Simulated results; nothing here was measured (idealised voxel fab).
process module | voxel self aligned contacts
Xsec cut, 210 nm wide, square cell size 5 nm.
A cross-section is a grid of square cells, given in bands from the top down. A band is one or more rows of cells. Per band: top height and bottom height in nm, followed by the left-to-right materials and their widths in nm; "all across" marks a single material spanning edge to edge, "blank" marks empty space. Beneath 0, the wafer as received is one material, and that level is where height counting begins. The lowest band goes on downward without a bottom; it is written like "top 0, no bottom". The width entry "30..40" should be interpreted row by row: the top row of cells in the band takes the first number, the bottom row takes the second number, and the change between adjacent rows is uniform throughout. No cell of the cross-section changed in a step that is given as "stayed the same". If an empty space has no open way to the top and is at least 8 cells in size, "Fully closed voids" lists it, written width x height at distance, where distance is measured from the left edge and every value is in nm. That trailing text on a step's line, after the settings, is the simulator's own remark on the step. The "overlay nm" setting may appear on a step's line; for a step that uses a mask, it gives how far to the right of its planned position the mask lay, and a negative value indicates the left.
The steps planned for the process are as follows:
1. RECEIVE [material Si]
2. OXIDIZE [depth nm 5]
3. DIRECTIONAL_DEP [material polySi] [thk nm 25]
4. DIRECTIONAL_DEP [material SiN] [thk nm 20]
5. PATTERN [tone cover] [mask id GATE] [material resist] [width nm 30] [pitch nm 55] [thk nm 15] [overlay nm 0]
6. DIRECTIONAL_ETCH [etch materials SiN] [depth nm 20]
7. DIRECTIONAL_ETCH [etch materials polySi] [depth nm 25]
8. STRIP [etch materials resist]
9. CONFORMAL_DEP [material SiN] [thk nm 5]
10. DIRECTIONAL_ETCH [etch materials SiN] [depth nm 5]
11. FILL_DEP [material SiO2] [thk nm 15]
12. CMP [height nm 55]
13. PATTERN [tone open] [mask id CONTACT] [material resist] [width nm 35] [pitch nm 55] [thk nm 15] [overlay nm 0]
14. DIRECTIONAL_ETCH [etch materials SiO2] [depth nm 60]
15. STRIP [etch materials resist]
16. CONFORMAL_DEP [material TiN] [thk nm 5]
17. FILL_DEP [material W] [thk nm 10]
18. CMP [height nm 55]
19. CONFORMAL_DEP [material SiCN] [thk nm 5]
The first of two wafers, run as planned:
Cross-section of the wafer upon arrival, representing the state reached after step 1:
top 0, no bottom = Si all across
Fully closed voids: none
Wafer xsec, post step 2:
top 0, bottom -5 = SiO2 all across
Unchanged below -5.
Wafer xsec, post step 3:
top 25, bottom 0 = polySi all across
Unchanged below 0.
Wafer xsec, post step 4:
top 45, bottom 25 = SiN all across
Unchanged below 25.
Wafer xsec, post step 5:
top 60, bottom 45 = 35 of blank / 30 of resist / 25 of blank / 30 of resist / 25 of blank / 30 of resist / 35 of blank
Unchanged below 45.
Wafer xsec, post step 6:
top 60, bottom 45 = 35 of blank / 30 of resist / 25 of blank / 30 of resist / 25 of blank / 30 of resist / 35 of blank
top 45, bottom 25 = 35 of blank / 30 of SiN / 25 of blank / 30 of SiN / 25 of blank / 30 of SiN / 35 of blank
Unchanged below 25.
Wafer xsec, post step 7:
top 60, bottom 45 = 35 of blank / 30 of resist / 25 of blank / 30 of resist / 25 of blank / 30 of resist / 35 of blank
top 45, bottom 25 = 35 of blank / 30 of SiN / 25 of blank / 30 of SiN / 25 of blank / 30 of SiN / 35 of blank
top 25, bottom 0 = 35 of blank / 30 of polySi / 25 of blank / 30 of polySi / 25 of blank / 30 of polySi / 35 of blank
Unchanged below 0.
Wafer xsec, post step 8:
top 45, bottom 25 = 35 of blank / 30 of SiN / 25 of blank / 30 of SiN / 25 of blank / 30 of SiN / 35 of blank
Unchanged below 25.
Wafer xsec, post step 9:
top 50, bottom 25 = 30 of blank / 40 of SiN / 15 of blank / 40 of SiN / 15 of blank / 40 of SiN / 30 of blank
top 25, bottom 5 = 30 of blank / 5 of SiN / 30 of polySi / 5 of SiN / 15 of blank / 5 of SiN / 30 of polySi / 5 of SiN / 15 of blank / 5 of SiN / 30 of polySi / 5 of SiN / 30 of blank
top 5, bottom 0 = 35 of SiN / 30 of polySi / 25 of SiN / 30 of polySi / 25 of SiN / 30 of polySi / 35 of SiN
Unchanged below 0.
Wafer xsec, post step 10:
top 45, bottom 25 = 30 of blank / 40 of SiN / 15 of blank / 40 of SiN / 15 of blank / 40 of SiN / 30 of blank
top 25, bottom 0 = 30 of blank / 5 of SiN / 30 of polySi / 5 of SiN / 15 of blank / 5 of SiN / 30 of polySi / 5 of SiN / 15 of blank / 5 of SiN / 30 of polySi / 5 of SiN / 30 of blank
Unchanged below 0.
Wafer xsec, post step 11:
top 60, bottom 45 = SiO2 all across
top 45, bottom 25 = 30 of SiO2 / 40 of SiN / 15 of SiO2 / 40 of SiN / 15 of SiO2 / 40 of SiN / 30 of SiO2
top 25, bottom 0 = 30 of SiO2 / 5 of SiN / 30 of polySi / 5 of SiN / 15 of SiO2 / 5 of SiN / 30 of polySi / 5 of SiN / 15 of SiO2 / 5 of SiN / 30 of polySi / 5 of SiN / 30 of SiO2
Unchanged below 0.
Wafer xsec, post step 12:
top 55, bottom 45 = SiO2 all across
Unchanged below 45.
Wafer xsec, post step 13:
top 70, bottom 55 = 60 of resist / 35 of blank / 20 of resist / 35 of blank / 60 of resist
Unchanged below 55.
Wafer xsec, post step 14:
top 70, bottom 55 = 60 of resist / 35 of blank / 20 of resist / 35 of blank / 60 of resist
top 55, bottom 45 = 60 of SiO2 / 35 of blank / 20 of SiO2 / 35 of blank / 60 of SiO2
top 45, bottom 25 = 30 of SiO2 / 40 of SiN / 15 of blank / 40 of SiN / 15 of blank / 40 of SiN / 30 of SiO2
top 25, bottom 0 = 30 of SiO2 / 5 of SiN / 30 of polySi / 5 of SiN / 15 of blank / 5 of SiN / 30 of polySi / 5 of SiN / 15 of blank / 5 of SiN / 30 of polySi / 5 of SiN / 30 of SiO2
top 0, bottom -5 = 70 of SiO2 / 15 of blank / 40 of SiO2 / 15 of blank / 70 of SiO2
Unchanged below -5.
Wafer xsec, post step 15:
top 55, bottom 45 = 60 of SiO2 / 35 of blank / 20 of SiO2 / 35 of blank / 60 of SiO2
Unchanged below 45.
Wafer xsec, post step 16:
top 60, bottom 55 = 65 of TiN / 25 of blank / 30 of TiN / 25 of blank / 65 of TiN
top 55, bottom 45 = 60 of SiO2 / 5..15 of TiN / 25..5 of blank / 5..15 of TiN / 20 of SiO2 / 5..15 of TiN / 25..5 of blank / 5..15 of TiN / 60 of SiO2
top 45, bottom 25 = 30 of SiO2 / 40 of SiN / 5 of TiN / 5 of blank / 5 of TiN / 40 of SiN / 5 of TiN / 5 of blank / 5 of TiN / 40 of SiN / 30 of SiO2
top 25, bottom 0 = 30 of SiO2 / 5 of SiN / 30 of polySi / 5 of SiN / 5 of TiN / 5 of blank / 5 of TiN / 5 of SiN / 30 of polySi / 5 of SiN / 5 of TiN / 5 of blank / 5 of TiN / 5 of SiN / 30 of polySi / 5 of SiN / 30 of SiO2
top 0, bottom -5 = 70 of SiO2 / 15 of TiN / 40 of SiO2 / 15 of TiN / 70 of SiO2
Unchanged below -5.
Wafer xsec, post step 17:
top 70, bottom 60 = W all across
top 60, bottom 55 = 65 of TiN / 25 of W / 30 of TiN / 25 of W / 65 of TiN
top 55, bottom 45 = 60 of SiO2 / 5..15 of TiN / 25..5 of W / 5..15 of TiN / 20 of SiO2 / 5..15 of TiN / 25..5 of W / 5..15 of TiN / 60 of SiO2
top 45, bottom 25 = 30 of SiO2 / 40 of SiN / 5 of TiN / 5 of W / 5 of TiN / 40 of SiN / 5 of TiN / 5 of W / 5 of TiN / 40 of SiN / 30 of SiO2
top 25, bottom 0 = 30 of SiO2 / 5 of SiN / 30 of polySi / 5 of SiN / 5 of TiN / 5 of W / 5 of TiN / 5 of SiN / 30 of polySi / 5 of SiN / 5 of TiN / 5 of W / 5 of TiN / 5 of SiN / 30 of polySi / 5 of SiN / 30 of SiO2
Unchanged below 0.
Wafer xsec, post step 18:
top 55, bottom 45 = 60 of SiO2 / 5..15 of TiN / 25..5 of W / 5..15 of TiN / 20 of SiO2 / 5..15 of TiN / 25..5 of W / 5..15 of TiN / 60 of SiO2
Unchanged below 45.
Wafer xsec, post step 19:
top 60, bottom 55 = SiCN all across
Unchanged below 55.
Okay, second wafer. Nothing different at the start, nothing different in the plan, just one mistake somewhere in the running. As far as step 1, counting that step, it's the first wafer all over again:
Second wafer: cross-section at the scheduled end of step 2: stayed the same
Second wafer: cross-section at the scheduled end of step 3:
top 25, bottom 0 = polySi all across
Unchanged below 0.
Second wafer: cross-section at the scheduled end of step 4:
top 45, bottom 25 = SiN all across
Unchanged below 25.
Second wafer: cross-section at the scheduled end of step 5:
top 60, bottom 45 = 35 of blank / 30 of resist / 25 of blank / 30 of resist / 25 of blank / 30 of resist / 35 of blank
Unchanged below 45.
Second wafer: cross-section at the scheduled end of step 6:
top 60, bottom 45 = 35 of blank / 30 of resist / 25 of blank / 30 of resist / 25 of blank / 30 of resist / 35 of blank
top 45, bottom 25 = 35 of blank / 30 of SiN / 25 of blank / 30 of SiN / 25 of blank / 30 of SiN / 35 of blank
Unchanged below 25.
Second wafer: cross-section at the scheduled end of step 7:
top 60, bottom 45 = 35 of blank / 30 of resist / 25 of blank / 30 of resist / 25 of blank / 30 of resist / 35 of blank
top 45, bottom 25 = 35 of blank / 30 of SiN / 25 of blank / 30 of SiN / 25 of blank / 30 of SiN / 35 of blank
top 25, bottom 0 = 35 of blank / 30 of polySi / 25 of blank / 30 of polySi / 25 of blank / 30 of polySi / 35 of blank
Unchanged below 0.
Second wafer: cross-section at the scheduled end of step 8:
top 45, bottom 25 = 35 of blank / 30 of SiN / 25 of blank / 30 of SiN / 25 of blank / 30 of SiN / 35 of blank
Unchanged below 25.
Second wafer: cross-section at the scheduled end of step 9:
top 50, bottom 25 = 30 of blank / 40 of SiN / 15 of blank / 40 of SiN / 15 of blank / 40 of SiN / 30 of blank
top 25, bottom 5 = 30 of blank / 5 of SiN / 30 of polySi / 5 of SiN / 15 of blank / 5 of SiN / 30 of polySi / 5 of SiN / 15 of blank / 5 of SiN / 30 of polySi / 5 of SiN / 30 of blank
top 5, bottom 0 = 35 of SiN / 30 of polySi / 25 of SiN / 30 of polySi / 25 of SiN / 30 of polySi / 35 of SiN
Unchanged below 0.
Second wafer: cross-section at the scheduled end of step 10:
top 45, bottom 25 = 30 of blank / 40 of SiN / 15 of blank / 40 of SiN / 15 of blank / 40 of SiN / 30 of blank
top 25, bottom 0 = 30 of blank / 5 of SiN / 30 of polySi / 5 of SiN / 15 of blank / 5 of SiN / 30 of polySi / 5 of SiN / 15 of blank / 5 of SiN / 30 of polySi / 5 of SiN / 30 of blank
Unchanged below 0.
Second wafer: cross-section at the scheduled end of step 11:
top 60, bottom 45 = SiO2 all across
top 45, bottom 25 = 30 of SiO2 / 40 of SiN / 15 of SiO2 / 40 of SiN / 15 of SiO2 / 40 of SiN / 30 of SiO2
top 25, bottom 0 = 30 of SiO2 / 5 of SiN / 30 of polySi / 5 of SiN / 15 of SiO2 / 5 of SiN / 30 of polySi / 5 of SiN / 15 of SiO2 / 5 of SiN / 30 of polySi / 5 of SiN / 30 of SiO2
Unchanged below 0.
Second wafer: cross-section at the scheduled end of step 12:
top 55, bottom 45 = SiO2 all across
Unchanged below 45.
Second wafer: cross-section at the scheduled end of step 13:
top 70, bottom 55 = 60 of resist / 35 of blank / 20 of resist / 35 of blank / 60 of resist
Unchanged below 55.
Second wafer: cross-section at the scheduled end of step 14:
top 70, bottom 55 = 60 of resist / 35 of blank / 20 of resist / 35 of blank / 60 of resist
top 55, bottom 45 = 60 of SiO2 / 35 of blank / 20 of SiO2 / 35 of blank / 60 of SiO2
top 45, bottom 25 = 30 of SiO2 / 40 of SiN / 15 of blank / 40 of SiN / 15 of blank / 40 of SiN / 30 of SiO2
top 25, bottom 0 = 30 of SiO2 / 5 of SiN / 30 of polySi / 5 of SiN / 15 of blank / 5 of SiN / 30 of polySi / 5 of SiN / 15 of blank / 5 of SiN / 30 of polySi / 5 of SiN / 30 of SiO2
Unchanged below 0.
Second wafer: cross-section at the scheduled end of step 15:
top 55, bottom 45 = 60 of SiO2 / 35 of blank / 20 of SiO2 / 35 of blank / 60 of SiO2
Unchanged below 45.
Second wafer: cross-section at the scheduled end of step 16:
top 60, bottom 55 = 65 of TiN / 25 of blank / 30 of TiN / 25 of blank / 65 of TiN
top 55, bottom 45 = 60 of SiO2 / 5..15 of TiN / 25..5 of blank / 5..15 of TiN / 20 of SiO2 / 5..15 of TiN / 25..5 of blank / 5..15 of TiN / 60 of SiO2
top 45, bottom 25 = 30 of SiO2 / 40 of SiN / 5 of TiN / 5 of blank / 5 of TiN / 40 of SiN / 5 of TiN / 5 of blank / 5 of TiN / 40 of SiN / 30 of SiO2
top 25, bottom 5 = 30 of SiO2 / 5 of SiN / 30 of polySi / 5 of SiN / 5 of TiN / 5 of blank / 5 of TiN / 5 of SiN / 30 of polySi / 5 of SiN / 5 of TiN / 5 of blank / 5 of TiN / 5 of SiN / 30 of polySi / 5 of SiN / 30 of SiO2
top 5, bottom 0 = 30 of SiO2 / 5 of SiN / 30 of polySi / 5 of SiN / 15 of TiN / 5 of SiN / 30 of polySi / 5 of SiN / 15 of TiN / 5 of SiN / 30 of polySi / 5 of SiN / 30 of SiO2
Unchanged below 0.
Second wafer: cross-section at the scheduled end of step 17:
top 70, bottom 60 = W all across
top 60, bottom 55 = 65 of TiN / 25 of W / 30 of TiN / 25 of W / 65 of TiN
top 55, bottom 45 = 60 of SiO2 / 5..15 of TiN / 25..5 of W / 5..15 of TiN / 20 of SiO2 / 5..15 of TiN / 25..5 of W / 5..15 of TiN / 60 of SiO2
top 45, bottom 25 = 30 of SiO2 / 40 of SiN / 5 of TiN / 5 of W / 5 of TiN / 40 of SiN / 5 of TiN / 5 of W / 5 of TiN / 40 of SiN / 30 of SiO2
top 25, bottom 5 = 30 of SiO2 / 5 of SiN / 30 of polySi / 5 of SiN / 5 of TiN / 5 of W / 5 of TiN / 5 of SiN / 30 of polySi / 5 of SiN / 5 of TiN / 5 of W / 5 of TiN / 5 of SiN / 30 of polySi / 5 of SiN / 30 of SiO2
Unchanged below 5.
Second wafer: cross-section at the scheduled end of step 18:
top 55, bottom 45 = 60 of SiO2 / 5..15 of TiN / 25..5 of W / 5..15 of TiN / 20 of SiO2 / 5..15 of TiN / 25..5 of W / 5..15 of TiN / 60 of SiO2
Unchanged below 45.
Second wafer: cross-section at the scheduled end of step 19:
top 60, bottom 55 = SiCN all across
Unchanged below 55.
Against the plan, the run slipped here: step 2 of the plan never got run, it was skipped over
Upon completion, the second wafer contains, in terms of cells, a greater or smaller amount of certain materials than the first wafer: +42 Si | -36 SiO2 | -4 TiN | -2 W
